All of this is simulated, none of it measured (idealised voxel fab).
voxel self aligned vias: a process module
This is section cut - it's 295 nm across, gridded in 5 nm square cells.
Bands, listed from the top down, are how a cross-section gets written in this document; the cross-section itself is a grid of square cells, and a band is one or more rows of them. The band entry comprises the height of the band's top followed by the height of its bottom, expressed in nm, and subsequently the band's materials from left to right, each stated together with its width in nm. Where a single material is marked with the word "throughout", that material fills the band from edge to edge. The word "empty" represents empty space. Zero point of the height axis is 0; under it, received wafer = one material. Lowest band: continues down indefinitely, "0 -> down". Top row gets the first number, bottom row gets the second, and each row in between changes by the same step: that is how a band width like "30->40" works. Given "no alterations made" for a step, no cell of the cross-section differs between before and after that step. Closed-off voids of 8+ cells (no open route to the top) go in "Closed void listing", written width x height at distance from the left edge, in nm. Formally, on a step line, whatever follows the settings is a remark that the simulator itself makes on the step. What "overlay nm" on a step's line means: if the step has a mask, that mask lay this far to the right of its planned place, or, when the value is negative, to the left.

# Process steps (planned)
1: RECEIVE: material Si
2: CONFORMAL_DEP: material SiO2, thk nm 10
3: CONFORMAL_DEP: material SiCN, thk nm 5
4: DIRECTIONAL_DEP: material SiO2, thk nm 20
5: MASKED_ETCH: tone open, mask id LINES, width nm 25, pitch nm 55, etch materials SiO2, depth nm 20, overlay nm 0
6: CONFORMAL_DEP: material TiN, thk nm 5
7: FILL_DEP: material Ru, thk nm 5
8: CMP: height nm 35
9: SELECTIVE_ETCH: etch materials W Ru TiN, depth nm 5
10: FILL_DEP: material SiN, thk nm 10
11: CMP: height nm 35
12: DIRECTIONAL_DEP: material SiO2, thk nm 15
13: DIRECTIONAL_DEP: material aC, thk nm 15
14: PATTERN: tone open, mask id VIAS, material resist, width nm 35, pitch nm 55, thk nm 35, overlay nm 0
15: DIRECTIONAL_ETCH: etch materials aC, depth nm 15
16: STRIP: etch materials resist
17: DIRECTIONAL_ETCH: etch materials SiO2, depth nm 15
18: DIRECTIONAL_ETCH: etch materials SiN, depth nm 5
19: STRIP: etch materials aC
20: CONFORMAL_DEP: material TiN, thk nm 5
21: FILL_DEP: material Ru, thk nm 10
22: CMP: height nm 50
23: CONFORMAL_DEP: material SiN, thk nm 5

# First wafer of two (run as planned)

# The cross-section here shows the wafer as received, i.e. in its state after step 1
  0 -> down: Si throughout
  Closed void listing: none

# The following cross-section depicts the wafer upon completion of step 2
  10 -> 0: SiO2 throughout
  below 0: unchanged

# The following cross-section depicts the wafer upon completion of step 3
  15 -> 10: SiCN throughout
  below 10: unchanged

# The following cross-section depicts the wafer upon completion of step 4
  35 -> 15: SiO2 throughout
  below 15: unchanged

# The following cross-section depicts the wafer upon completion of step 5
  35 -> 15: SiO2 (105); empty (25); SiO2 (30); empty (25); SiO2 (110)
  below 15: unchanged

# The following cross-section depicts the wafer upon completion of step 6
  40 -> 35: TiN (110); empty (15); TiN (40); empty (15); TiN (115)
  35 -> 20: SiO2 (105); TiN (5); empty (15); TiN (5); SiO2 (30); TiN (5); empty (15); TiN (5); SiO2 (110)
  20 -> 15: SiO2 (105); TiN (25); SiO2 (30); TiN (25); SiO2 (110)
  below 15: unchanged

# The following cross-section depicts the wafer upon completion of step 7
  45 -> 40: Ru throughout
  40 -> 35: TiN (110); Ru (15); TiN (40); Ru (15); TiN (115)
  35 -> 20: SiO2 (105); TiN (5); Ru (15); TiN (5); SiO2 (30); TiN (5); Ru (15); TiN (5); SiO2 (110)
  below 20: unchanged

# The following cross-section depicts the wafer upon completion of step 8
  35 -> 20: SiO2 (105); TiN (5); Ru (15); TiN (5); SiO2 (30); TiN (5); Ru (15); TiN (5); SiO2 (110)
  below 20: unchanged

# The following cross-section depicts the wafer upon completion of step 9
  35 -> 30: SiO2 (105); empty (25); SiO2 (30); empty (25); SiO2 (110)
  below 30: unchanged

# The following cross-section depicts the wafer upon completion of step 10
  45 -> 35: SiN throughout
  35 -> 30: SiO2 (105); SiN (25); SiO2 (30); SiN (25); SiO2 (110)
  below 30: unchanged

# The following cross-section depicts the wafer upon completion of step 11
  35 -> 30: SiO2 (105); SiN (25); SiO2 (30); SiN (25); SiO2 (110)
  below 30: unchanged

# The following cross-section depicts the wafer upon completion of step 12
  50 -> 35: SiO2 throughout
  below 35: unchanged

# The following cross-section depicts the wafer upon completion of step 13
  65 -> 50: aC throughout
  below 50: unchanged

# The following cross-section depicts the wafer upon completion of step 14
  100 -> 65: resist (100); empty (35); resist (20); empty (35); resist (105)
  below 65: unchanged

# The following cross-section depicts the wafer upon completion of step 15
  85 -> 65: resist (100); empty (35); resist (20); empty (35); resist (105)
  65 -> 50: aC (100); empty (35); aC (20); empty (35); aC (105)
  below 50: unchanged

# The following cross-section depicts the wafer upon completion of step 16
  65 -> 50: aC (100); empty (35); aC (20); empty (35); aC (105)
  below 50: unchanged

# The following cross-section depicts the wafer upon completion of step 17
  65 -> 50: aC (100); empty (35); aC (20); empty (35); aC (105)
  50 -> 35: SiO2 (100); empty (35); SiO2 (20); empty (35); SiO2 (105)
  below 35: unchanged

# The following cross-section depicts the wafer upon completion of step 18
  65 -> 50: aC (100); empty (35); aC (20); empty (35); aC (105)
  50 -> 35: SiO2 (100); empty (35); SiO2 (20); empty (35); SiO2 (105)
  35 -> 30: SiO2 (105); empty (25); SiO2 (30); empty (25); SiO2 (110)
  below 30: unchanged

# The following cross-section depicts the wafer upon completion of step 19
  50 -> 35: SiO2 (100); empty (35); SiO2 (20); empty (35); SiO2 (105)
  below 35: unchanged

# The following cross-section depicts the wafer upon completion of step 20
  55 -> 50: TiN (105); empty (25); TiN (30); empty (25); TiN (110)
  50 -> 40: SiO2 (100); TiN (5); empty (25); TiN (5); SiO2 (20); TiN (5); empty (25); TiN (5); SiO2 (105)
  40 -> 35: SiO2 (100); TiN (10); empty (15); TiN (10); SiO2 (20); TiN (10); empty (15); TiN (10); SiO2 (105)
  35 -> 30: SiO2 (105); TiN (25); SiO2 (30); TiN (25); SiO2 (110)
  below 30: unchanged

# The following cross-section depicts the wafer upon completion of step 21
  65 -> 55: Ru throughout
  55 -> 50: TiN (105); Ru (25); TiN (30); Ru (25); TiN (110)
  50 -> 40: SiO2 (100); TiN (5); Ru (25); TiN (5); SiO2 (20); TiN (5); Ru (25); TiN (5); SiO2 (105)
  40 -> 35: SiO2 (100); TiN (10); Ru (15); TiN (10); SiO2 (20); TiN (10); Ru (15); TiN (10); SiO2 (105)
  below 35: unchanged

# The following cross-section depicts the wafer upon completion of step 22
  50 -> 40: SiO2 (100); TiN (5); Ru (25); TiN (5); SiO2 (20); TiN (5); Ru (25); TiN (5); SiO2 (105)
  below 40: unchanged

# The following cross-section depicts the wafer upon completion of step 23
  55 -> 50: SiN throughout
  below 50: unchanged

# Second wafer - shared start and plan with the first - one error in running - same as the first up to step 13 inclusive

# X-section, second wafer, when step 14 was due to finish
  100 -> 65: resist (105); empty (25); resist (30); empty (25); resist (110)
  below 65: unchanged

# X-section, second wafer, when step 15 was due to finish
  85 -> 65: resist (105); empty (25); resist (30); empty (25); resist (110)
  65 -> 50: aC (105); empty (25); aC (30); empty (25); aC (110)
  below 50: unchanged

# X-section, second wafer, when step 16 was due to finish
  65 -> 50: aC (105); empty (25); aC (30); empty (25); aC (110)
  below 50: unchanged

# X-section, second wafer, when step 17 was due to finish
  65 -> 50: aC (105); empty (25); aC (30); empty (25); aC (110)
  50 -> 35: SiO2 (105); empty (25); SiO2 (30); empty (25); SiO2 (110)
  below 35: unchanged

# X-section, second wafer, when step 18 was due to finish
  65 -> 50: aC (105); empty (25); aC (30); empty (25); aC (110)
  50 -> 30: SiO2 (105); empty (25); SiO2 (30); empty (25); SiO2 (110)
  below 30: unchanged

# X-section, second wafer, when step 19 was due to finish
  50 -> 30: SiO2 (105); empty (25); SiO2 (30); empty (25); SiO2 (110)
  below 30: unchanged

# X-section, second wafer, when step 20 was due to finish
  55 -> 50: TiN (110); empty (15); TiN (40); empty (15); TiN (115)
  50 -> 35: SiO2 (105); TiN (5); empty (15); TiN (5); SiO2 (30); TiN (5); empty (15); TiN (5); SiO2 (110)
  35 -> 30: SiO2 (105); TiN (25); SiO2 (30); TiN (25); SiO2 (110)
  below 30: unchanged

# X-section, second wafer, when step 21 was due to finish
  65 -> 55: Ru throughout
  55 -> 50: TiN (110); Ru (15); TiN (40); Ru (15); TiN (115)
  50 -> 35: SiO2 (105); TiN (5); Ru (15); TiN (5); SiO2 (30); TiN (5); Ru (15); TiN (5); SiO2 (110)
  below 35: unchanged

# X-section, second wafer, when step 22 was due to finish
  50 -> 35: SiO2 (105); TiN (5); Ru (15); TiN (5); SiO2 (30); TiN (5); Ru (15); TiN (5); SiO2 (110)
  below 35: unchanged

# X-section, second wafer, when step 23 was due to finish
  55 -> 50: SiN throughout
  below 50: unchanged
Deviation noted in wafer processing: it should be noted that step 14 was executed with settings other than those planned, the operation and settings actually applied being PATTERN: tone open, mask id VIAS, material resist, width nm 25, pitch nm 55, thk nm 35, overlay nm 0
Final wafer comparison in cells, second versus first, more or fewer per material: 8 fewer of Ru | 12 more of SiO2 | 4 fewer of TiN
